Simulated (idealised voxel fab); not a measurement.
process module | voxel capacitor over wiring
cross-section cut | 240 nm wide | cells 5 nm
A cross-section is a grid of square cells, given in bands from the top down. A band is one or more rows of cells.
Each band's line starts with the height of the band's top and of its bottom, in nm. Then come its materials from left to right, each with its width in nm. One material with "throughout" fills the band from edge to edge. "air" is empty space.
Height 0 is the level under which the wafer as received is all one material. The lowest band goes on downwards, as in "0 down".
A width such as "30 to 40" changes by the same amount from each row of cells to the next, from the band's top row to its bottom row.
"no change" after a step means that no cell of the cross-section changed.
closed voids: empty space of 8 cells or more with no open way to the top, each as width x height at its distance from the left edge, in nm
after a step's settings: what the simulator itself notes on the step
overlay nm, on a step with a mask: how far to the right of its planned place the mask lay; to the left if negative
plan
1 op RECEIVE | material Si
2 op CONFORMAL_DEP | material SiO2 | thk nm 10
3 op CONFORMAL_DEP | material SiN | thk nm 5
4 op DIRECTIONAL_DEP | material lowk | thk nm 25
5 op MASKED_ETCH | tone open | mask id METAL_1 | width nm 20 | pitch nm 80 | etch materials lowk | depth nm 25 | overlay nm 0
6 op MASKED_ETCH | tone open | mask id METAL_1 | width nm 20 | pitch nm 80 | etch materials SiN | depth nm 5 | overlay nm 0
7 op CONFORMAL_DEP | material TiN | thk nm 5
8 op FILL_DEP | material Cu | thk nm 5
9 op CMP | height nm 40
10 op EPI | material Ru | thk nm 5
11 op FILL_DEP | material SiCN | thk nm 5
12 op DIRECTIONAL_DEP | material SiO2 | thk nm 10
13 op PATTERN | tone open | mask id PLUG_1 | material resist | width nm 15 | thk nm 15 | overlay nm 0
14 op DIRECTIONAL_ETCH | etch materials SiO2 | depth nm 10
15 op DIRECTIONAL_ETCH | etch materials SiCN | depth nm 5
16 op STRIP | etch materials resist
17 op CONFORMAL_DEP | material TiN | thk nm 5
18 op FILL_DEP | material Ru | thk nm 5
19 op CMP | height nm 60
20 op DIRECTIONAL_DEP | material TiN | thk nm 5
21 op DIRECTIONAL_DEP | material HfO2 | thk nm 5
22 op DIRECTIONAL_DEP | material TiN | thk nm 10
23 op MASKED_ETCH | tone cover | mask id UPPER_PLATE | width nm 65 | etch materials TiN | depth nm 10 | overlay nm 0
24 op MASKED_ETCH | tone cover | mask id UPPER_PLATE | width nm 65 | etch materials HfO2 | depth nm 5 | overlay nm 0
25 op MASKED_ETCH | tone cover | mask id LOWER_PLATE | width nm 75 | etch materials TiN | depth nm 5 | overlay nm 0
26 op FILL_DEP | material SiO2 | thk nm 20
27 op CMP | height nm 95
28 op PATTERN | tone open | mask id PLUG_2 | material resist | width nm 15 | thk nm 20 | overlay nm 0
29 op DIRECTIONAL_ETCH | etch materials SiO2 | depth nm 15
30 op STRIP | etch materials resist
31 op CONFORMAL_DEP | material TiN | thk nm 5
32 op FILL_DEP | material Cu | thk nm 5
33 op CMP | height nm 95
34 op CONFORMAL_DEP | material SiCN | thk nm 5
as received, after step 1
  0 down: Si throughout
  closed voids: none
first wafer at the end, as planned
  100 to 95: SiCN throughout
  95 to 85: SiO2 85 | TiN 5 | Cu 5 | TiN 5 | SiO2 140
  85 to 80: SiO2 85 | TiN 15 | SiO2 140
  80 to 70: SiO2 75 | TiN 65 | SiO2 100
  70 to 65: SiO2 75 | HfO2 65 | SiO2 100
  65 to 60: SiO2 70 | TiN 75 | SiO2 95
  60 to 50: SiO2 75 | TiN 5 | Ru 5 | TiN 5 | SiO2 150
  50 to 45: SiCN 75 | TiN 15 | SiCN 150
  45 to 40: SiCN 65 | Ru 30 | SiCN 50 | Ru 30 | SiCN 65
  40 to 15: lowk 70 | TiN 5 | Cu 10 | TiN 5 | lowk 60 | TiN 5 | Cu 10 | TiN 5 | lowk 70
  15 to 10: SiN 70 | TiN 20 | SiN 60 | TiN 20 | SiN 70
  10 to 0: SiO2 throughout
  0 down: Si throughout
  closed voids: none
second wafer at the end: like start, like plan, one mistake
  100 to 95: SiCN throughout
  95 to 85: SiO2 85 | TiN 5 | Cu 10 | TiN 5 | SiO2 135
  85 to 80: SiO2 85 | TiN 20 | SiO2 135
  80 to 70: SiO2 75 | TiN 65 | SiO2 100
  70 to 65: SiO2 75 | HfO2 65 | SiO2 100
  65 to 60: SiO2 70 | TiN 75 | SiO2 95
  60 to 50: SiO2 75 | TiN 5 | Ru 5 | TiN 5 | SiO2 150
  50 to 45: SiCN 75 | TiN 15 | SiCN 150
  45 to 40: SiCN 65 | Ru 30 | SiCN 50 | Ru 30 | SiCN 65
  40 to 15: lowk 70 | TiN 5 | Cu 10 | TiN 5 | lowk 60 | TiN 5 | Cu 10 | TiN 5 | lowk 70
  15 to 10: SiN 70 | TiN 20 | SiN 60 | TiN 20 | SiN 70
  10 to 0: SiO2 throughout
  0 down: Si throughout
  closed voids: none
what went wrong: step 28 ran as: op PATTERN | tone open | mask id PLUG_2 | material resist | width nm 20 | thk nm 20 | overlay nm 0
at the end the second wafer has, in cells: 2 more of Cu | 3 fewer of SiO2 | 1 more of TiN
